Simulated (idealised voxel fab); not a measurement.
process module | voxel gate over fins
cross-section cut | 250 nm wide | cells 5 nm
A cross-section is a grid of square cells, given in bands from the top down. A band is one or more rows of cells.
Each band's line starts with the height of the band's top and of its bottom, in nm. Then come its materials from left to right, each with its width in nm. One material with "throughout" fills the band from edge to edge. "air" is empty space.
Height 0 is the level under which the wafer as received is all one material. The lowest band goes on downwards, as in "0 down".
A width such as "30 to 40" changes by the same amount from each row of cells to the next, from the band's top row to its bottom row.
"no change" after a step means that no cell of the cross-section changed.
closed voids: empty space of 8 cells or more with no open way to the top, each as width x height at its distance from the left edge, in nm
after a step's settings: what the simulator itself notes on the step
overlay nm, on a step with a mask: how far to the right of its planned place the mask lay; to the left if negative
plan
1 op RECEIVE | material Si
2 op CONFORMAL_DEP | material SiN | thk nm 10
3 op PATTERN | tone cover | mask id FINS | material resist | width nm 15 | pitch nm 60 | thk nm 20 | overlay nm 0
4 op DIRECTIONAL_ETCH | etch materials SiN | depth nm 10
5 op DIRECTIONAL_ETCH | etch materials Si | depth nm 40
6 op STRIP | etch materials resist
7 op OXIDIZE | depth nm 5
8 op FILL_DEP | material SiO2 | thk nm 5
9 op CMP | height nm 10
10 op MASKED_ETCH | tone open | mask id RAIL | width nm 15 | etch materials SiO2 | depth nm 45 | overlay nm 0
11 op CONFORMAL_DEP | material TiN | thk nm 5
12 op FILL_DEP | material Ru | thk nm 10
13 op CMP | height nm 10
14 op SELECTIVE_ETCH | etch materials W Ru TiN | depth nm 25
15 op FILL_DEP | material SiO2 | thk nm 5
16 op CMP | height nm 10
17 op SELECTIVE_ETCH | etch materials SiO2 | depth nm 20
18 op STRIP | etch materials SiN
19 op CONFORMAL_DEP | material HfO2 | thk nm 5
20 op CONFORMAL_DEP | material TiN | thk nm 5
21 op CONFORMAL_DEP | material TiAl | thk nm 5
22 op CONFORMAL_DEP | material TiN | thk nm 5
23 op FILL_DEP | material W | thk nm 10
24 op CMP | height nm 25
25 op CONFORMAL_DEP | material SiCN | thk nm 10
as received, after step 1
  0 down: Si throughout
  closed voids: none
a wafer at the end: this start, this plan, one mistake
  35 to 25: SiCN throughout
  25 to 15: W throughout
  15 to 10: W 15 | TiN 35 | W 25 | TiN 35 | W 25 | TiN 35 | W 25 | TiN 35 | W 20
  10 to 5: W 15 | TiN 5 | TiAl 25 | TiN 5 | W 25 | TiN 5 | TiAl 25 | TiN 5 | W 25 | TiN 5 | TiAl 25 | TiN 5 | W 25 | TiN 5 | TiAl 25 | TiN 5 | W 20
  5 to 0: TiN 20 | TiAl 5 | TiN 15 | TiAl 5 | TiN 35 | TiAl 5 | TiN 15 | TiAl 5 | TiN 35 | TiAl 5 | TiN 15 | TiAl 5 | TiN 35 | TiAl 5 | TiN 15 | TiAl 5 | TiN 25
  0 to -5: TiAl 25 | TiN 5 | Si 5 | TiN 5 | TiAl 45 | TiN 5 | Si 5 | TiN 5 | TiAl 45 | TiN 5 | Si 5 | TiN 5 | TiAl 45 | TiN 5 | Si 5 | TiN 5 | TiAl 30
  -5 to -10: TiN 30 | Si 5 | TiN 55 | Si 5 | TiN 55 | Si 5 | TiN 55 | Si 5 | TiN 35
  -10 to -15: SiO2 30 | Si 5 | SiO2 55 | Si 5 | SiO2 55 | Si 5 | SiO2 55 | Si 5 | SiO2 35
  -15 to -30: SiO2 30 | Si 5 | SiO2 20 | TiN 5 | Ru 5 | TiN 5 | SiO2 20 | Si 5 | SiO2 55 | Si 5 | SiO2 55 | Si 5 | SiO2 35
  -30 to -35: SiO2 30 | Si 5 | SiO2 20 | TiN 15 | SiO2 20 | Si 5 | SiO2 55 | Si 5 | SiO2 55 | Si 5 | SiO2 35
  -35 to -45: SiO2 30 | Si 5 | SiO2 55 | Si 5 | SiO2 55 | Si 5 | SiO2 55 | Si 5 | SiO2 35
  -45 down: Si throughout
  closed voids: none
what went wrong: step 19 was left out
